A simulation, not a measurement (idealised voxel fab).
Process module under the name voxel capacitor over wiring
For reference, the cross-section in this document is cut, with width 200 nm and square cells of 5 nm.
A cross-section is written here as square cells arranged in a grid, and it is given in bands from the top down, each band taking up one or more rows of cells.
Band: top and bottom heights (nm) first, top before bottom; then materials from left to right, widths in nm. "throughout" marks a sole material filling the band edge to edge. "air" denotes empty space.
Convention: height 0 is the level below which the wafer, as received, is all one material. The lowest band does not terminate at the bottom but continues downward, represented as "0..down".
Width "30 to 40": first value at the band's top row of cells, second value at its bottom row, equal change from row to row.
The designation "same as before", where it is given for a processing step, indicates that no cell of the cross-section was altered in the course of that step.
Sealed voids: empty space of 8 cells or more with no open way to the top, each as width x height at its distance from the left edge, in nm
The remark found on a step's line after its settings is issued by the simulator itself and pertains to that step.
If you see "overlay nm" on a step's line and that step has a mask, it's telling you how far right of where it was planned the mask ended up; a negative number means it went left instead.
Listed below are the process steps as planned
- 1: RECEIVE, material Si
- 2: CONFORMAL_DEP, material SiO2, thk nm 15
- 3: DIRECTIONAL_DEP, material TiN, thk nm 5
- 4: DIRECTIONAL_DEP, material Ru, thk nm 15
- 5: PATTERN, tone cover, mask id METAL_1, material resist, width nm 25, pitch nm 85, thk nm 15, overlay nm 0
- 6: DIRECTIONAL_ETCH, etch materials Ru, depth nm 15
- 7: DIRECTIONAL_ETCH, etch materials TiN, depth nm 5
- 8: STRIP, etch materials resist
- 9: FILL_DEP, material lowk, thk nm 5
- 10: CMP, height nm 35
- 11: CONFORMAL_DEP, material SiCN, thk nm 5
- 12: DIRECTIONAL_DEP, material SiO2, thk nm 10
- 13: MASKED_ETCH, tone open, mask id PLUG_1, width nm 15, etch materials SiO2, depth nm 10, overlay nm 0
- 14: MASKED_ETCH, tone open, mask id PLUG_1, width nm 15, etch materials SiCN, depth nm 5, overlay nm 0
- 15: CONFORMAL_DEP, material TiN, thk nm 5
- 16: FILL_DEP, material W, thk nm 5
- 17: CMP, height nm 50
- 18: DIRECTIONAL_DEP, material TiN, thk nm 10
- 19: DIRECTIONAL_DEP, material HfO2, thk nm 5
- 20: DIRECTIONAL_DEP, material TiN, thk nm 5
- 21: DIRECTIONAL_DEP, material aC, thk nm 10
- 22: PATTERN, tone cover, mask id UPPER_PLATE, material resist, width nm 65, thk nm 30, overlay nm 0
- 23: DIRECTIONAL_ETCH, etch materials aC, depth nm 10
- 24: STRIP, etch materials resist
- 25: DIRECTIONAL_ETCH, etch materials TiN, depth nm 5
- 26: DIRECTIONAL_ETCH, etch materials HfO2, depth nm 5
- 27: STRIP, etch materials aC
- 28: MASKED_ETCH, tone cover, mask id LOWER_PLATE, width nm 75, etch materials TiN, depth nm 10, overlay nm 0
- 29: FILL_DEP, material SiO2, thk nm 20
- 30: CMP, height nm 85
- 31: MASKED_ETCH, tone open, mask id PLUG_2, width nm 15, etch materials SiO2, depth nm 15, overlay nm 0
- 32: CONFORMAL_DEP, material TiN, thk nm 5
- 33: FILL_DEP, material Cu, thk nm 5
- 34: CMP, height nm 85
- 35: CONFORMAL_DEP, material SiN, thk nm 5
First of two wafers: run as planned
As-received state of the wafer in cross-section, equivalent to post-step 1
    0..down | Si throughout
    Sealed voids: none
After step 2, in cross-section
    15..0 | SiO2 throughout
    below 0: unchanged
After step 3, in cross-section
    20..15 | TiN throughout
    below 15: unchanged
After step 4, in cross-section
    35..20 | Ru throughout
    below 20: unchanged
After step 5, in cross-section
    50..35 | air=45, resist=25, air=60, resist=25, air=45
    below 35: unchanged
After step 6, in cross-section
    50..35 | air=45, resist=25, air=60, resist=25, air=45
    35..20 | air=45, Ru=25, air=60, Ru=25, air=45
    below 20: unchanged
After step 7, in cross-section
    50..35 | air=45, resist=25, air=60, resist=25, air=45
    35..20 | air=45, Ru=25, air=60, Ru=25, air=45
    20..15 | air=45, TiN=25, air=60, TiN=25, air=45
    below 15: unchanged
After step 8, in cross-section
    35..20 | air=45, Ru=25, air=60, Ru=25, air=45
    below 20: unchanged
After step 9, in cross-section
    40..35 | lowk throughout
    35..20 | lowk=45, Ru=25, lowk=60, Ru=25, lowk=45
    20..15 | lowk=45, TiN=25, lowk=60, TiN=25, lowk=45
    below 15: unchanged
After step 10, in cross-section
    35..20 | lowk=45, Ru=25, lowk=60, Ru=25, lowk=45
    below 20: unchanged
After step 11, in cross-section
    40..35 | SiCN throughout
    below 35: unchanged
After step 12, in cross-section
    50..40 | SiO2 throughout
    below 40: unchanged
After step 13, in cross-section
    50..40 | SiO2=55, air=15, SiO2=130
    below 40: unchanged
After step 14, in cross-section
    50..40 | SiO2=55, air=15, SiO2=130
    40..35 | SiCN=55, air=15, SiCN=130
    below 35: unchanged
After step 15, in cross-section
    55..50 | TiN=60, air=5, TiN=135
    50..40 | SiO2=55, TiN=5, air=5, TiN=5, SiO2=130
    40..35 | SiCN=55, TiN=15, SiCN=130
    below 35: unchanged
After step 16, in cross-section
    60..55 | W throughout
    55..50 | TiN=60, W=5, TiN=135
    50..40 | SiO2=55, TiN=5, W=5, TiN=5, SiO2=130
    below 40: unchanged
After step 17, in cross-section
    50..40 | SiO2=55, TiN=5, W=5, TiN=5, SiO2=130
    below 40: unchanged
After step 18, in cross-section
    60..50 | TiN throughout
    below 50: unchanged
After step 19, in cross-section
    65..60 | HfO2 throughout
    below 60: unchanged
After step 20, in cross-section
    70..65 | TiN throughout
    below 65: unchanged
After step 21, in cross-section
    80..70 | aC throughout
    below 70: unchanged
After step 22, in cross-section
    110..80 | air=55, resist=65, air=80
    below 80: unchanged
After step 23, in cross-section
    100..80 | air=55, resist=65, air=80
    80..70 | air=55, aC=65, air=80
    below 70: unchanged
After step 24, in cross-section
    80..70 | air=55, aC=65, air=80
    below 70: unchanged
After step 25, in cross-section
    80..70 | air=55, aC=65, air=80
    70..65 | air=55, TiN=65, air=80
    below 65: unchanged
After step 26, in cross-section
    80..70 | air=55, aC=65, air=80
    70..65 | air=55, TiN=65, air=80
    65..60 | air=55, HfO2=65, air=80
    below 60: unchanged
After step 27, in cross-section
    70..65 | air=55, TiN=65, air=80
    below 65: unchanged
After step 28, in cross-section
    70..65 | air=55, TiN=65, air=80
    65..60 | air=55, HfO2=65, air=80
    60..50 | air=50, TiN=75, air=75
    below 50: unchanged
After step 29, in cross-section
    90..70 | SiO2 throughout
    70..65 | SiO2=55, TiN=65, SiO2=80
    65..60 | SiO2=55, HfO2=65, SiO2=80
    60..50 | SiO2=50, TiN=75, SiO2=75
    below 50: unchanged
After step 30, in cross-section
    85..70 | SiO2 throughout
    below 70: unchanged
After step 31, in cross-section
    85..70 | SiO2=65, air=15, SiO2=120
    below 70: unchanged
After step 32, in cross-section
    90..85 | TiN=70, air=5, TiN=125
    85..75 | SiO2=65, TiN=5, air=5, TiN=5, SiO2=120
    75..65 | SiO2=65 to 55, TiN=15 to 65, SiO2=120 to 80
    below 65: unchanged
After step 33, in cross-section
    95..90 | Cu throughout
    90..85 | TiN=70, Cu=5, TiN=125
    85..75 | SiO2=65, TiN=5, Cu=5, TiN=5, SiO2=120
    below 75: unchanged
After step 34, in cross-section
    85..75 | SiO2=65, TiN=5, Cu=5, TiN=5, SiO2=120
    below 75: unchanged
After step 35, in cross-section
    90..85 | SiN throughout
    below 85: unchanged
Second wafer, same starting conditions and recipe as the first, one mistake in executing it, nothing differs from the first up to and including step 17
Planned end of step 18: second wafer, cross-section
    55..50 | HfO2 throughout
    below 50: unchanged
Planned end of step 19: second wafer, cross-section
    65..55 | TiN throughout
    below 55: unchanged
Planned end of step 20: second wafer, cross-section
    70..55 | TiN throughout
    below 55: unchanged
Planned end of step 21: second wafer, cross-section
    80..70 | aC throughout
    below 70: unchanged
Planned end of step 22: second wafer, cross-section
    110..80 | air=55, resist=65, air=80
    below 80: unchanged
Planned end of step 23: second wafer, cross-section
    100..80 | air=55, resist=65, air=80
    80..70 | air=55, aC=65, air=80
    below 70: unchanged
Planned end of step 24: second wafer, cross-section
    80..70 | air=55, aC=65, air=80
    below 70: unchanged
Planned end of step 25: second wafer, cross-section
    80..70 | air=55, aC=65, air=80
    70..65 | air=55, TiN=65, air=80
    below 65: unchanged
Planned end of step 26: second wafer, cross-section: same as before
Planned end of step 27: second wafer, cross-section
    70..65 | air=55, TiN=65, air=80
    below 65: unchanged
Planned end of step 28: second wafer, cross-section
    70..65 | air=55, TiN=65, air=80
    65..55 | air=50, TiN=75, air=75
    below 55: unchanged
Planned end of step 29: second wafer, cross-section
    90..70 | SiO2 throughout
    70..65 | SiO2=55, TiN=65, SiO2=80
    65..55 | SiO2=50, TiN=75, SiO2=75
    below 55: unchanged
Planned end of step 30: second wafer, cross-section
    85..70 | SiO2 throughout
    below 70: unchanged
Planned end of step 31: second wafer, cross-section
    85..70 | SiO2=65, air=15, SiO2=120
    below 70: unchanged
Planned end of step 32: second wafer, cross-section
    90..85 | TiN=70, air=5, TiN=125
    85..75 | SiO2=65, TiN=5, air=5, TiN=5, SiO2=120
    75..65 | SiO2=65 to 55, TiN=15 to 65, SiO2=120 to 80
    below 65: unchanged
Planned end of step 33: second wafer, cross-section
    95..90 | Cu throughout
    90..85 | TiN=70, Cu=5, TiN=125
    85..75 | SiO2=65, TiN=5, Cu=5, TiN=5, SiO2=120
    below 75: unchanged
Planned end of step 34: second wafer, cross-section
    85..75 | SiO2=65, TiN=5, Cu=5, TiN=5, SiO2=120
    below 75: unchanged
Planned end of step 35: second wafer, cross-section
    90..85 | SiN throughout
    below 85: unchanged
Short version of what went wrong: it was found that steps 18 and 19 of the process plan had been performed in exchanged positions
Bottom line after processing is that, in cells, the second wafer is up or down on some materials versus the first: +27 HfO2, -27 SiO2
